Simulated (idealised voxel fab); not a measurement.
Herein follows the process module entitled voxel wiring stack.
Cross-section cut spans 280 nm and uses square cells 5 nm in size.
Notation: cross-section as square-cell grid; stated in bands, top first, going down; one or more cell rows per band.
A band entry consists of two parts. The first gives the height of the band's top and the height of its bottom, in nm. The rest lists the band's materials from left to right, each with its width in nm. A single material labelled with the word "everywhere" fills the band from edge to edge, and the word "air" marks empty space.
The reference from which all heights are counted is 0, the level beneath which the as-received wafer is entirely one material; the lowest band, having no lower bound, proceeds downward and is written after the example "0..down".
The expression "30->40" gives the width at the extremes of the band, the first number at its top row of cells and the second at its bottom row, with the width changing by equal amounts from each row to the next in between.
Step note "same as before" = no cross-section cell changed.
The label "Enclosed cavities" introduces a list of the empty spaces, 8 cells or larger, that have no open way up to the top; each entry in it reads width x height at distance, where the distance is taken from the left edge and all three are stated in nm.
Anything after a step's settings on that line? It's the simulator's own note about the step.
Regarding "overlay nm": on a step with a mask, it is the distance the mask lay to the right of its planned place; a negative value places it to the left.
Below you will find pairs of cross-sections. In each, one shows the wafer before one process step and the other after it, with the after view ending at the lowest band that changed. Under each pair is the step separating them, along with its settings. Do not assume the pairs form a chain: they can come from different runs of this module on the same starting wafer, and a pair continues from the pair above it only when its "Pre-step cross-section" entry says so.

PRE-STEP CROSS-SECTION
- 105..90: SiO2=100; air=25; SiO2=30; air=25; SiO2=100
- 90..75: SiO2=100; air=15; SiO2=40; air=15; SiO2=110
- 75..70: SiCN=100; air=15; SiCN=40; air=15; SiCN=110
- 70..60: SiO2=100; TiN=5; Cu=15; TiN=5; SiO2=30; TiN=5; Cu=15; TiN=5; SiO2=100
- 60..55: SiO2=100; TiN=5; Cu=5; TiN=15; SiO2=30; TiN=25; SiO2=100
- 55..45: SiO2=100; TiN=5; Cu=5; TiN=5; SiO2=165
- 45..40: SiCN=100; TiN=15; SiCN=165
- 40..35: Ru everywhere
- 35..30: TiN=105; Cu=15; TiN=40; Cu=15; TiN=105
- 30..15: lowk=100; TiN=5; Cu=15; TiN=5; lowk=30; TiN=5; Cu=15; TiN=5; lowk=100
- 15..10: SiN=100; TiN=25; SiN=30; TiN=25; SiN=100
- 10..0: SiO2 everywhere
- 0..down: Si everywhere
- Enclosed cavities: none

POST-STEP CROSS-SECTION
- 110..105: TiN=105; air=15; TiN=40; air=15; TiN=105
- 105..95: SiO2=100; TiN=5; air=15; TiN=5; SiO2=30; TiN=5; air=15; TiN=5; SiO2=100
- 95..90: SiO2=100; TiN=5; air=5; TiN=15; SiO2=30; TiN=5; air=5; TiN=15; SiO2=100
- 90..75: SiO2=100; TiN=5; air=5; TiN=5; SiO2=40; TiN=5; air=5; TiN=5; SiO2=110
- 75..70: SiCN=100; TiN=15; SiCN=40; TiN=15; SiCN=110
- Nothing below the height 70 has changed.
- Enclosed cavities: none
What sits between those two cross-sections? CONFORMAL_DEP [material TiN] [thk nm 5]

Pre-step cross-section: taken from the pair above, after panel.

POST-STEP CROSS-SECTION
- 120..110: Ru everywhere
- 110..105: TiN=105; Ru=15; TiN=40; Ru=15; TiN=105
- 105..95: SiO2=100; TiN=5; Ru=15; TiN=5; SiO2=30; TiN=5; Ru=15; TiN=5; SiO2=100
- 95..90: SiO2=100; TiN=5; Ru=5; TiN=15; SiO2=30; TiN=5; Ru=5; TiN=15; SiO2=100
- 90..75: SiO2=100; TiN=5; Ru=5; TiN=5; SiO2=40; TiN=5; Ru=5; TiN=5; SiO2=110
- Nothing below the height 75 has changed.
- Enclosed cavities: none
What sits between those two cross-sections? FILL_DEP [material Ru] [thk nm 10]

Pre-step cross-section: taken from the pair above, after panel.

POST-STEP CROSS-SECTION
- 105..95: SiO2=100; TiN=5; Ru=15; TiN=5; SiO2=30; TiN=5; Ru=15; TiN=5; SiO2=100
- Nothing below the height 95 has changed.
- Enclosed cavities: none
What sits between those two cross-sections? CMP [height nm 105]

Pre-step cross-section: taken from the pair above, after panel.

POST-STEP CROSS-SECTION
- 110..105: SiCN everywhere
- Nothing below the height 105 has changed.
- Enclosed cavities: none
What sits between those two cross-sections? CONFORMAL_DEP [material SiCN] [thk nm 5]

PRE-STEP CROSS-SECTION
- 105..75: SiO2 everywhere
- 75..70: SiCN everywhere
- 70..60: SiO2=100; TiN=5; Cu=15; TiN=5; SiO2=30; TiN=5; Cu=15; TiN=5; SiO2=100
- 60..55: SiO2=100; TiN=5; Cu=5; TiN=15; SiO2=30; TiN=25; SiO2=100
- 55..45: SiO2=100; TiN=5; Cu=5; TiN=5; SiO2=165
- 45..40: SiCN=100; TiN=15; SiCN=165
- 40..35: SiCN=95; Ru=35; SiCN=20; Ru=35; SiCN=95
- 35..20: lowk=100; TiN=5; Cu=15; TiN=5; lowk=30; TiN=5; Cu=15; TiN=5; lowk=100
- 20..15: SiN=100; TiN=25; SiN=30; TiN=25; SiN=100
- 15..0: SiO2 everywhere
- 0..down: Si everywhere
- Enclosed cavities: none

POST-STEP CROSS-SECTION
- 120..105: resist=105; air=15; resist=40; air=15; resist=105
- Nothing below the height 105 has changed.
- Enclosed cavities: none
What sits between those two cross-sections? PATTERN [tone open] [mask id METAL_3] [material resist] [width nm 15] [pitch nm 55] [thk nm 15] [overlay nm 0]

Pre-step cross-section: taken from the pair above, after panel.

POST-STEP CROSS-SECTION
- 120..105: resist=105; air=15; resist=40; air=15; resist=105
- 105..90: SiO2=105; air=15; SiO2=40; air=15; SiO2=105
- Nothing below the height 90 has changed.
- Enclosed cavities: none
What sits between those two cross-sections? DIRECTIONAL_ETCH [etch materials SiO2] [depth nm 15]

Pre-step cross-section: taken from the pair above, after panel.

POST-STEP CROSS-SECTION
- 105..90: SiO2=105; air=15; SiO2=40; air=15; SiO2=105
- Nothing below the height 90 has changed.
- Enclosed cavities: none
What sits between those two cross-sections? STRIP [etch materials resist]

Pre-step cross-section: taken from the pair above, after panel.

POST-STEP CROSS-SECTION
- 120..105: resist=100; air=15; resist=40; air=15; resist=110
- 105..90: SiO2=105; air=10; resist=5; SiO2=40; air=10; resist=5; SiO2=105
- Nothing below the height 90 has changed.
- Enclosed cavities: none
What sits between those two cross-sections? PATTERN [tone open] [mask id METAL_3_HOLES] [material resist] [width nm 15] [pitch nm 55] [thk nm 15] [overlay nm 0]

Pre-step cross-section: taken from the pair above, after panel.

POST-STEP CROSS-SECTION
- 120..105: resist=100; air=15; resist=40; air=15; resist=110
- 105..90: SiO2=100; air=15; resist=5; SiO2=35; air=15; resist=5; SiO2=105
- 90..75: SiO2=105; air=10; SiO2=45; air=10; SiO2=110
- Nothing below the height 75 has changed.
- Enclosed cavities: none
What sits between those two cross-sections? DIRECTIONAL_ETCH [etch materials SiO2] [depth nm 15]

Pre-step cross-section: taken from the pair above, after panel.

POST-STEP CROSS-SECTION
- 120..105: resist=100; air=15; resist=40; air=15; resist=110
- 105..90: SiO2=100; air=15; resist=5; SiO2=35; air=15; resist=5; SiO2=105
- 90..75: SiO2=105; air=10; SiO2=45; air=10; SiO2=110
- 75..70: SiCN=105; air=10; SiCN=45; air=10; SiCN=110
- Nothing below the height 70 has changed.
- Enclosed cavities: none
What sits between those two cross-sections? DIRECTIONAL_ETCH [etch materials SiCN] [depth nm 5]

Pre-step cross-section: taken from the pair above, after panel.

POST-STEP CROSS-SECTION
- 105..90: SiO2=100; air=20; SiO2=35; air=20; SiO2=105
- Nothing below the height 90 has changed.
- Enclosed cavities: none
What sits between those two cross-sections? STRIP [etch materials resist]

Pre-step cross-section: taken from the pair above, after panel.

POST-STEP CROSS-SECTION
- 110..105: TiN=105; air=10; TiN=45; air=10; TiN=110
- 105..95: SiO2=100; TiN=5; air=10; TiN=5; SiO2=35; TiN=5; air=10; TiN=5; SiO2=105
- 95..90: SiO2=100; TiN=20; SiO2=35; TiN=20; SiO2=105
- 90..75: SiO2=105; TiN=10; SiO2=45; TiN=10; SiO2=110
- 75..70: SiCN=105; TiN=10; SiCN=45; TiN=10; SiCN=110
- Nothing below the height 70 has changed.
- Enclosed cavities: none
What sits between those two cross-sections? CONFORMAL_DEP [material TiN] [thk nm 5]

Pre-step cross-section: taken from the pair above, after panel.

POST-STEP CROSS-SECTION
- 120..110: Ru everywhere
- 110..105: TiN=105; Ru=10; TiN=45; Ru=10; TiN=110
- 105..95: SiO2=100; TiN=5; Ru=10; TiN=5; SiO2=35; TiN=5; Ru=10; TiN=5; SiO2=105
- Nothing below the height 95 has changed.
- Enclosed cavities: none
What sits between those two cross-sections? FILL_DEP [material Ru] [thk nm 10]

Pre-step cross-section: taken from the pair above, after panel.

POST-STEP CROSS-SECTION
- 105..95: SiO2=100; TiN=5; Ru=10; TiN=5; SiO2=35; TiN=5; Ru=10; TiN=5; SiO2=105
- Nothing below the height 95 has changed.
- Enclosed cavities: none
What sits between those two cross-sections? CMP [height nm 105]

Pre-step cross-section: taken from the pair above, after panel.

POST-STEP CROSS-SECTION
- 110..105: SiCN everywhere
- Nothing below the height 105 has changed.
- Enclosed cavities: none
What sits between those two cross-sections? CONFORMAL_DEP [material SiCN] [thk nm 5]

PRE-STEP CROSS-SECTION
- 50..35: aC everywhere
- 35..20: lowk everywhere
- 20..15: SiN everywhere
- 15..0: SiO2 everywhere
- 0..down: Si everywhere
- Enclosed cavities: none

POST-STEP CROSS-SECTION
- 85..50: resist=90; air=25; resist=30; air=25; resist=110
- Nothing below the height 50 has changed.
- Enclosed cavities: none
What sits between those two cross-sections? PATTERN [tone open] [mask id METAL_1] [material resist] [width nm 25] [pitch nm 55] [thk nm 35] [overlay nm -10]

Pre-step cross-section: taken from the pair above, after panel.

POST-STEP CROSS-SECTION
- 70..50: resist=90; air=25; resist=30; air=25; resist=110
- 50..35: aC=90; air=25; aC=30; air=25; aC=110
- Nothing below the height 35 has changed.
- Enclosed cavities: none
What sits between those two cross-sections? DIRECTIONAL_ETCH [etch materials aC] [depth nm 15]

Pre-step cross-section: taken from the pair above, after panel.

POST-STEP CROSS-SECTION
- 50..35: aC=90; air=25; aC=30; air=25; aC=110
- Nothing below the height 35 has changed.
- Enclosed cavities: none
What sits between those two cross-sections? STRIP [etch materials resist]

Pre-step cross-section: taken from the pair above, after panel.

POST-STEP CROSS-SECTION
- 50..35: aC=90; air=25; aC=30; air=25; aC=110
- 35..20: lowk=90; air=25; lowk=30; air=25; lowk=110
- Nothing below the height 20 has changed.
- Enclosed cavities: none
What sits between those two cross-sections? DIRECTIONAL_ETCH [etch materials lowk] [depth nm 15]

Pre-step cross-section: taken from the pair above, after panel.

POST-STEP CROSS-SECTION
- 50..35: aC=90; air=25; aC=30; air=25; aC=110
- 35..20: lowk=90; air=25; lowk=30; air=25; lowk=110
- 20..15: SiN=90; air=25; SiN=30; air=25; SiN=110
- Nothing below the height 15 has changed.
- Enclosed cavities: none
What sits between those two cross-sections? DIRECTIONAL_ETCH [etch materials SiN] [depth nm 5]

Pre-step cross-section: taken from the pair above, after panel.

POST-STEP CROSS-SECTION
- 35..20: lowk=90; air=25; lowk=30; air=25; lowk=110
- Nothing below the height 20 has changed.
- Enclosed cavities: none
What sits between those two cross-sections? STRIP [etch materials aC]

Pre-step cross-section: taken from the pair above, after panel.

POST-STEP CROSS-SECTION
- 40..35: TiN=95; air=15; TiN=40; air=15; TiN=115
- 35..20: lowk=90; TiN=5; air=15; TiN=5; lowk=30; TiN=5; air=15; TiN=5; lowk=110
- 20..15: SiN=90; TiN=25; SiN=30; TiN=25; SiN=110
- Nothing below the height 15 has changed.
- Enclosed cavities: none
What sits between those two cross-sections? CONFORMAL_DEP [material TiN] [thk nm 5]

Pre-step cross-section: taken from the pair above, after panel.

POST-STEP CROSS-SECTION
- 50..40: Cu everywhere
- 40..35: TiN=95; Cu=15; TiN=40; Cu=15; TiN=115
- 35..20: lowk=90; TiN=5; Cu=15; TiN=5; lowk=30; TiN=5; Cu=15; TiN=5; lowk=110
- Nothing below the height 20 has changed.
- Enclosed cavities: none
What sits between those two cross-sections? FILL_DEP [material Cu] [thk nm 10]

Pre-step cross-section: taken from the pair above, after panel.

POST-STEP CROSS-SECTION
- 35..20: lowk=90; TiN=5; Cu=15; TiN=5; lowk=30; TiN=5; Cu=15; TiN=5; lowk=110
- Nothing below the height 20 has changed.
- Enclosed cavities: none
What sits between those two cross-sections? CMP [height nm 35]

Pre-step cross-section: taken from the pair above, after panel.

POST-STEP CROSS-SECTION
- 40..35: air=85; Ru=35; air=20; Ru=35; air=105
- Nothing below the height 35 has changed.
- Enclosed cavities: none
What sits between those two cross-sections? EPI [material Ru] [thk nm 5]

Pre-step cross-section: taken from the pair above, after panel.

POST-STEP CROSS-SECTION
- 45..40: SiCN everywhere
- 40..35: SiCN=85; Ru=35; SiCN=20; Ru=35; SiCN=105
- Nothing below the height 35 has changed.
- Enclosed cavities: none
What sits between those two cross-sections? FILL_DEP [material SiCN] [thk nm 5]

Pre-step cross-section: taken from the pair above, after panel.

POST-STEP CROSS-SECTION
- 70..45: SiO2 everywhere
- Nothing below the height 45 has changed.
- Enclosed cavities: none
What sits between those two cross-sections? DIRECTIONAL_DEP [material SiO2] [thk nm 25]

Pre-step cross-section: taken from the pair above, after panel.

POST-STEP CROSS-SECTION
- 70..55: SiO2=100; air=25; SiO2=30; air=25; SiO2=100
- Nothing below the height 55 has changed.
- Enclosed cavities: none
What sits between those two cross-sections? MASKED_ETCH [tone open] [mask id METAL_2] [width nm 25] [pitch nm 55] [etch materials SiO2] [depth nm 15] [overlay nm 0]

Pre-step cross-section: taken from the pair above, after panel.

POST-STEP CROSS-SECTION
- 90..70: resist=100; air=15; resist=165
- 70..55: SiO2=100; air=15; resist=10; SiO2=30; resist=25; SiO2=100
- Nothing below the height 55 has changed.
- Enclosed cavities: none
What sits between those two cross-sections? PATTERN [tone open] [mask id METAL_2_HOLES] [material resist] [width nm 15] [thk nm 20] [overlay nm 0]

Pre-step cross-section: taken from the pair above, after panel.

POST-STEP CROSS-SECTION
- 90..70: resist=100; air=15; resist=165
- 70..55: SiO2=100; air=15; resist=10; SiO2=30; resist=25; SiO2=100
- 55..45: SiO2=100; air=15; SiO2=165
- Nothing below the height 45 has changed.
- Enclosed cavities: none
What sits between those two cross-sections? DIRECTIONAL_ETCH [etch materials SiO2] [depth nm 10]

Pre-step cross-section: taken from the pair above, after panel.

POST-STEP CROSS-SECTION
- 90..70: resist=100; air=15; resist=165
- 70..55: SiO2=100; air=15; resist=10; SiO2=30; resist=25; SiO2=100
- 55..45: SiO2=100; air=15; SiO2=165
- 45..40: SiCN=100; air=15; SiCN=165
- Nothing below the height 40 has changed.
- Enclosed cavities: none
What sits between those two cross-sections? DIRECTIONAL_ETCH [etch materials SiCN] [depth nm 5]

Pre-step cross-section: taken from the pair above, after panel.

POST-STEP CROSS-SECTION
- 70..55: SiO2=100; air=25; SiO2=30; air=25; SiO2=100
- Nothing below the height 55 has changed.
- Enclosed cavities: none
What sits between those two cross-sections? STRIP [etch materials resist]

Pre-step cross-section: taken from the pair above, after panel.

POST-STEP CROSS-SECTION
- 75..70: TiN=105; air=15; TiN=40; air=15; TiN=105
- 70..60: SiO2=100; TiN=5; air=15; TiN=5; SiO2=30; TiN=5; air=15; TiN=5; SiO2=100
- 60..55: SiO2=100; TiN=5; air=5; TiN=15; SiO2=30; TiN=25; SiO2=100
- 55..45: SiO2=100; TiN=5; air=5; TiN=5; SiO2=165
- 45..40: SiCN=100; TiN=15; SiCN=165
- Nothing below the height 40 has changed.
- Enclosed cavities: none
What sits between those two cross-sections? CONFORMAL_DEP [material TiN] [thk nm 5]

Pre-step cross-section: taken from the pair above, after panel.

POST-STEP CROSS-SECTION
- 80..75: Cu everywhere
- 75..70: TiN=105; Cu=15; TiN=40; Cu=15; TiN=105
- 70..60: SiO2=100; TiN=5; Cu=15; TiN=5; SiO2=30; TiN=5; Cu=15; TiN=5; SiO2=100
- 60..55: SiO2=100; TiN=5; Cu=5; TiN=15; SiO2=30; TiN=25; SiO2=100
- 55..45: SiO2=100; TiN=5; Cu=5; TiN=5; SiO2=165
- Nothing below the height 45 has changed.
- Enclosed cavities: none
What sits between those two cross-sections? FILL_DEP [material Cu] [thk nm 5]

Pre-step cross-section: taken from the pair above, after panel.

POST-STEP CROSS-SECTION
- 70..60: SiO2=100; TiN=5; Cu=15; TiN=5; SiO2=30; TiN=5; Cu=15; TiN=5; SiO2=100
- Nothing below the height 60 has changed.
- Enclosed cavities: none
What sits between those two cross-sections? CMP [height nm 70]

Pre-step cross-section: taken from the pair above, after panel.

POST-STEP CROSS-SECTION
- 75..70: SiCN everywhere
- Nothing below the height 70 has changed.
- Enclosed cavities: none
What sits between those two cross-sections? CONFORMAL_DEP [material SiCN] [thk nm 5]

Pre-step cross-section: taken from the pair above, after panel.

POST-STEP CROSS-SECTION
- 105..75: SiO2 everywhere
- Nothing below the height 75 has changed.
- Enclosed cavities: none
What sits between those two cross-sections? DIRECTIONAL_DEP [material SiO2] [thk nm 30]

Pre-step cross-section: taken from the pair above, after panel.

POST-STEP CROSS-SECTION
- 120..105: resist=100; air=25; resist=30; air=25; resist=100
- Nothing below the height 105 has changed.
- Enclosed cavities: none
What sits between those two cross-sections? PATTERN [tone open] [mask id METAL_3] [material resist] [width nm 25] [pitch nm 55] [thk nm 15] [overlay nm 0]

Pre-step cross-section: taken from the pair above, after panel.

POST-STEP CROSS-SECTION
- 120..105: resist=100; air=25; resist=30; air=25; resist=100
- 105..90: SiO2=100; air=25; SiO2=30; air=25; SiO2=100
- Nothing below the height 90 has changed.
- Enclosed cavities: none
What sits between those two cross-sections? DIRECTIONAL_ETCH [etch materials SiO2] [depth nm 15]

Pre-step cross-section: taken from the pair above, after panel.

POST-STEP CROSS-SECTION
- 105..90: SiO2=100; air=25; SiO2=30; air=25; SiO2=100
- Nothing below the height 90 has changed.
- Enclosed cavities: none
What sits between those two cross-sections? STRIP [etch materials resist]

Pre-step cross-section: taken from the pair above, after panel.

POST-STEP CROSS-SECTION
- 120..105: resist=100; air=15; resist=40; air=15; resist=110
- 105..90: SiO2=100; air=15; resist=10; SiO2=30; air=15; resist=10; SiO2=100
- Nothing below the height 90 has changed.
- Enclosed cavities: none
What sits between those two cross-sections? PATTERN [tone open] [mask id METAL_3_HOLES] [material resist] [width nm 15] [pitch nm 55] [thk nm 15] [overlay nm 0]

Pre-step cross-section: taken from the pair above, after panel.

POST-STEP CROSS-SECTION
- 120..105: resist=100; air=15; resist=40; air=15; resist=110
- 105..90: SiO2=100; air=15; resist=10; SiO2=30; air=15; resist=10; SiO2=100
- 90..75: SiO2=100; air=15; SiO2=40; air=15; SiO2=110
- Nothing below the height 75 has changed.
- Enclosed cavities: none
What sits between those two cross-sections? DIRECTIONAL_ETCH [etch materials SiO2] [depth nm 15]

Pre-step cross-section: taken from the pair above, after panel.

POST-STEP CROSS-SECTION
- 120..105: resist=100; air=15; resist=40; air=15; resist=110
- 105..90: SiO2=100; air=15; resist=10; SiO2=30; air=15; resist=10; SiO2=100
- 90..75: SiO2=100; air=15; SiO2=40; air=15; SiO2=110
- 75..70: SiCN=100; air=15; SiCN=40; air=15; SiCN=110
- Nothing below the height 70 has changed.
- Enclosed cavities: none
What sits between those two cross-sections? DIRECTIONAL_ETCH [etch materials SiCN] [depth nm 5]

Pre-step cross-section: taken from the pair above, after panel.

POST-STEP CROSS-SECTION
- 105..90: SiO2=100; air=25; SiO2=30; air=25; SiO2=100
- Nothing below the height 90 has changed.
- Enclosed cavities: none
What sits between those two cross-sections? STRIP [etch materials resist]

Pre-step cross-section: taken from the pair above, after panel.

POST-STEP CROSS-SECTION
- 110..105: TiN=105; air=15; TiN=40; air=15; TiN=105
- 105..95: SiO2=100; TiN=5; air=15; TiN=5; SiO2=30; TiN=5; air=15; TiN=5; SiO2=100
- 95..90: SiO2=100; TiN=5; air=5; TiN=15; SiO2=30; TiN=5; air=5; TiN=15; SiO2=100
- 90..75: SiO2=100; TiN=5; air=5; TiN=5; SiO2=40; TiN=5; air=5; TiN=5; SiO2=110
- 75..70: SiCN=100; TiN=15; SiCN=40; TiN=15; SiCN=110
- Nothing below the height 70 has changed.
- Enclosed cavities: none
What sits between those two cross-sections? CONFORMAL_DEP [material TiN] [thk nm 5]

Pre-step cross-section: taken from the pair above, after panel.

POST-STEP CROSS-SECTION
- 120..110: Ru everywhere
- 110..105: TiN=105; Ru=15; TiN=40; Ru=15; TiN=105
- 105..95: SiO2=100; TiN=5; Ru=15; TiN=5; SiO2=30; TiN=5; Ru=15; TiN=5; SiO2=100
- 95..90: SiO2=100; TiN=5; Ru=5; TiN=15; SiO2=30; TiN=5; Ru=5; TiN=15; SiO2=100
- 90..75: SiO2=100; TiN=5; Ru=5; TiN=5; SiO2=40; TiN=5; Ru=5; TiN=5; SiO2=110
- Nothing below the height 75 has changed.
- Enclosed cavities: none
What sits between those two cross-sections? FILL_DEP [material Ru] [thk nm 10]

Pre-step cross-section: taken from the pair above, after panel.

POST-STEP CROSS-SECTION
- 105..95: SiO2=100; TiN=5; Ru=15; TiN=5; SiO2=30; TiN=5; Ru=15; TiN=5; SiO2=100
- Nothing below the height 95 has changed.
- Enclosed cavities: none
What sits between those two cross-sections? CMP [height nm 105]

Pre-step cross-section: taken from the pair above, after panel.

POST-STEP CROSS-SECTION
- 110..105: SiCN everywhere
- Nothing below the height 105 has changed.
- Enclosed cavities: none
What sits between those two cross-sections? CONFORMAL_DEP [material SiCN] [thk nm 5]

PRE-STEP CROSS-SECTION
- 70..55: SiO2=100; air=25; SiO2=30; air=25; SiO2=100
- 55..45: SiO2=100; air=15; SiO2=165
- 45..40: SiCN=100; air=15; SiCN=165
- 40..35: SiCN=95; Ru=35; SiCN=20; Ru=35; SiCN=95
- 35..20: lowk=100; TiN=5; Cu=15; TiN=5; lowk=30; TiN=5; Cu=15; TiN=5; lowk=100
- 20..15: SiN=100; TiN=25; SiN=30; TiN=25; SiN=100
- 15..0: SiO2 everywhere
- 0..down: Si everywhere
- Enclosed cavities: none

POST-STEP CROSS-SECTION
- 75..70: aC=105; air=15; aC=40; air=15; aC=105
- 70..60: SiO2=100; aC=5; air=15; aC=5; SiO2=30; aC=5; air=15; aC=5; SiO2=100
- 60..55: SiO2=100; aC=5; air=5; aC=15; SiO2=30; aC=25; SiO2=100
- 55..45: SiO2=100; aC=5; air=5; aC=5; SiO2=165
- 45..40: SiCN=100; aC=15; SiCN=165
- Nothing below the height 40 has changed.
- Enclosed cavities: none
What sits between those two cross-sections? CONFORMAL_DEP [material aC] [thk nm 5]

Pre-step cross-section: taken from the pair above, after panel.

POST-STEP CROSS-SECTION
- 80..75: Cu everywhere
- 75..70: aC=105; Cu=15; aC=40; Cu=15; aC=105
- 70..60: SiO2=100; aC=5; Cu=15; aC=5; SiO2=30; aC=5; Cu=15; aC=5; SiO2=100
- 60..55: SiO2=100; aC=5; Cu=5; aC=15; SiO2=30; aC=25; SiO2=100
- 55..45: SiO2=100; aC=5; Cu=5; aC=5; SiO2=165
- Nothing below the height 45 has changed.
- Enclosed cavities: none
What sits between those two cross-sections? FILL_DEP [material Cu] [thk nm 5]

Pre-step cross-section: taken from the pair above, after panel.

POST-STEP CROSS-SECTION
- 70..60: SiO2=100; aC=5; Cu=15; aC=5; SiO2=30; aC=5; Cu=15; aC=5; SiO2=100
- Nothing below the height 60 has changed.
- Enclosed cavities: none
What sits between those two cross-sections? CMP [height nm 70]

Pre-step cross-section: taken from the pair above, after panel.

POST-STEP CROSS-SECTION
- 75..70: SiCN everywhere
- Nothing below the height 70 has changed.
- Enclosed cavities: none
What sits between those two cross-sections? CONFORMAL_DEP [material SiCN] [thk nm 5]

Pre-step cross-section: taken from the pair above, after panel.

POST-STEP CROSS-SECTION
- 105..75: SiO2 everywhere
- Nothing below the height 75 has changed.
- Enclosed cavities: none
What sits between those two cross-sections? DIRECTIONAL_DEP [material SiO2] [thk nm 30]

Pre-step cross-section: taken from the pair above, after panel.

POST-STEP CROSS-SECTION
- 120..105: resist=100; air=25; resist=30; air=25; resist=100
- Nothing below the height 105 has changed.
- Enclosed cavities: none
What sits between those two cross-sections? PATTERN [tone open] [mask id METAL_3] [material resist] [width nm 25] [pitch nm 55] [thk nm 15] [overlay nm 0]

Pre-step cross-section: taken from the pair above, after panel.

POST-STEP CROSS-SECTION
- 120..105: resist=100; air=25; resist=30; air=25; resist=100
- 105..90: SiO2=100; air=25; SiO2=30; air=25; SiO2=100
- Nothing below the height 90 has changed.
- Enclosed cavities: none
What sits between those two cross-sections? DIRECTIONAL_ETCH [etch materials SiO2] [depth nm 15]

Pre-step cross-section: taken from the pair above, after panel.

POST-STEP CROSS-SECTION
- 105..90: SiO2=100; air=25; SiO2=30; air=25; SiO2=100
- Nothing below the height 90 has changed.
- Enclosed cavities: none
What sits between those two cross-sections? STRIP [etch materials resist]

Pre-step cross-section: taken from the pair above, after panel.

POST-STEP CROSS-SECTION
- 120..105: resist=100; air=15; resist=40; air=15; resist=110
- 105..90: SiO2=100; air=15; resist=10; SiO2=30; air=15; resist=10; SiO2=100
- Nothing below the height 90 has changed.
- Enclosed cavities: none
What sits between those two cross-sections? PATTERN [tone open] [mask id METAL_3_HOLES] [material resist] [width nm 15] [pitch nm 55] [thk nm 15] [overlay nm 0]

Pre-step cross-section: taken from the pair above, after panel.

POST-STEP CROSS-SECTION
- 120..105: resist=100; air=15; resist=40; air=15; resist=110
- 105..90: SiO2=100; air=15; resist=10; SiO2=30; air=15; resist=10; SiO2=100
- 90..75: SiO2=100; air=15; SiO2=40; air=15; SiO2=110
- Nothing below the height 75 has changed.
- Enclosed cavities: none
What sits between those two cross-sections? DIRECTIONAL_ETCH [etch materials SiO2] [depth nm 15]

Pre-step cross-section: taken from the pair above, after panel.

POST-STEP CROSS-SECTION
- 120..105: resist=100; air=15; resist=40; air=15; resist=110
- 105..90: SiO2=100; air=15; resist=10; SiO2=30; air=15; resist=10; SiO2=100
- 90..75: SiO2=100; air=15; SiO2=40; air=15; SiO2=110
- 75..70: SiCN=100; air=15; SiCN=40; air=15; SiCN=110
- Nothing below the height 70 has changed.
- Enclosed cavities: none
What sits between those two cross-sections? DIRECTIONAL_ETCH [etch materials SiCN] [depth nm 5]

Pre-step cross-section: taken from the pair above, after panel.

POST-STEP CROSS-SECTION
- 105..90: SiO2=100; air=25; SiO2=30; air=25; SiO2=100
- Nothing below the height 90 has changed.
- Enclosed cavities: none
What sits between those two cross-sections? STRIP [etch materials resist]

Pre-step cross-section: taken from the pair above, after panel.

POST-STEP CROSS-SECTION
- 110..105: TiN=105; air=15; TiN=40; air=15; TiN=105
- 105..95: SiO2=100; TiN=5; air=15; TiN=5; SiO2=30; TiN=5; air=15; TiN=5; SiO2=100
- 95..90: SiO2=100; TiN=5; air=5; TiN=15; SiO2=30; TiN=5; air=5; TiN=15; SiO2=100
- 90..75: SiO2=100; TiN=5; air=5; TiN=5; SiO2=40; TiN=5; air=5; TiN=5; SiO2=110
- 75..70: SiCN=100; TiN=15; SiCN=40; TiN=15; SiCN=110
- Nothing below the height 70 has changed.
- Enclosed cavities: none
What sits between those two cross-sections? CONFORMAL_DEP [material TiN] [thk nm 5]

Pre-step cross-section: taken from the pair above, after panel.

POST-STEP CROSS-SECTION
- 120..110: Ru everywhere
- 110..105: TiN=105; Ru=15; TiN=40; Ru=15; TiN=105
- 105..95: SiO2=100; TiN=5; Ru=15; TiN=5; SiO2=30; TiN=5; Ru=15; TiN=5; SiO2=100
- 95..90: SiO2=100; TiN=5; Ru=5; TiN=15; SiO2=30; TiN=5; Ru=5; TiN=15; SiO2=100
- 90..75: SiO2=100; TiN=5; Ru=5; TiN=5; SiO2=40; TiN=5; Ru=5; TiN=5; SiO2=110
- Nothing below the height 75 has changed.
- Enclosed cavities: none
What sits between those two cross-sections? FILL_DEP [material Ru] [thk nm 10]

Pre-step cross-section: taken from the pair above, after panel.

POST-STEP CROSS-SECTION
- 105..95: SiO2=100; TiN=5; Ru=15; TiN=5; SiO2=30; TiN=5; Ru=15; TiN=5; SiO2=100
- Nothing below the height 95 has changed.
- Enclosed cavities: none
What sits between those two cross-sections? CMP [height nm 105]

Pre-step cross-section: taken from the pair above, after panel.

POST-STEP CROSS-SECTION
- 110..105: SiCN everywhere
- Nothing below the height 105 has changed.
- Enclosed cavities: none
What sits between those two cross-sections? CONFORMAL_DEP [material SiCN] [thk nm 5]

PRE-STEP CROSS-SECTION
- 50..35: aC everywhere
- 35..20: lowk everywhere
- 20..15: SiN everywhere
- 15..0: SiO2 everywhere
- 0..down: Si everywhere
- Enclosed cavities: none

POST-STEP CROSS-SECTION
- 85..50: air=100; resist=25; air=30; resist=25; air=100
- Nothing below the height 50 has changed.
- Enclosed cavities: none
What sits between those two cross-sections? PATTERN [tone cover] [mask id METAL_1] [material resist] [width nm 25] [pitch nm 55] [thk nm 35] [overlay nm 0]

Pre-step cross-section: taken from the pair above, after panel.

POST-STEP CROSS-SECTION
- 70..50: air=100; resist=25; air=30; resist=25; air=100
- 50..35: air=100; aC=25; air=30; aC=25; air=100
- Nothing below the height 35 has changed.
- Enclosed cavities: none
What sits between those two cross-sections? DIRECTIONAL_ETCH [etch materials aC] [depth nm 15]

Pre-step cross-section: taken from the pair above, after panel.

POST-STEP CROSS-SECTION
- 50..35: air=100; aC=25; air=30; aC=25; air=100
- Nothing below the height 35 has changed.
- Enclosed cavities: none
What sits between those two cross-sections? STRIP [etch materials resist]

Pre-step cross-section: taken from the pair above, after panel.

POST-STEP CROSS-SECTION
- 50..35: air=100; aC=25; air=30; aC=25; air=100
- 35..20: air=100; lowk=25; air=30; lowk=25; air=100
- Nothing below the height 20 has changed.
- Enclosed cavities: none
What sits between those two cross-sections? DIRECTIONAL_ETCH [etch materials lowk] [depth nm 15]

Pre-step cross-section: taken from the pair above, after panel.

POST-STEP CROSS-SECTION
- 50..35: air=100; aC=25; air=30; aC=25; air=100
- 35..20: air=100; lowk=25; air=30; lowk=25; air=100
- 20..15: air=100; SiN=25; air=30; SiN=25; air=100
- Nothing below the height 15 has changed.
- Enclosed cavities: none
What sits between those two cross-sections? DIRECTIONAL_ETCH [etch materials SiN] [depth nm 5]
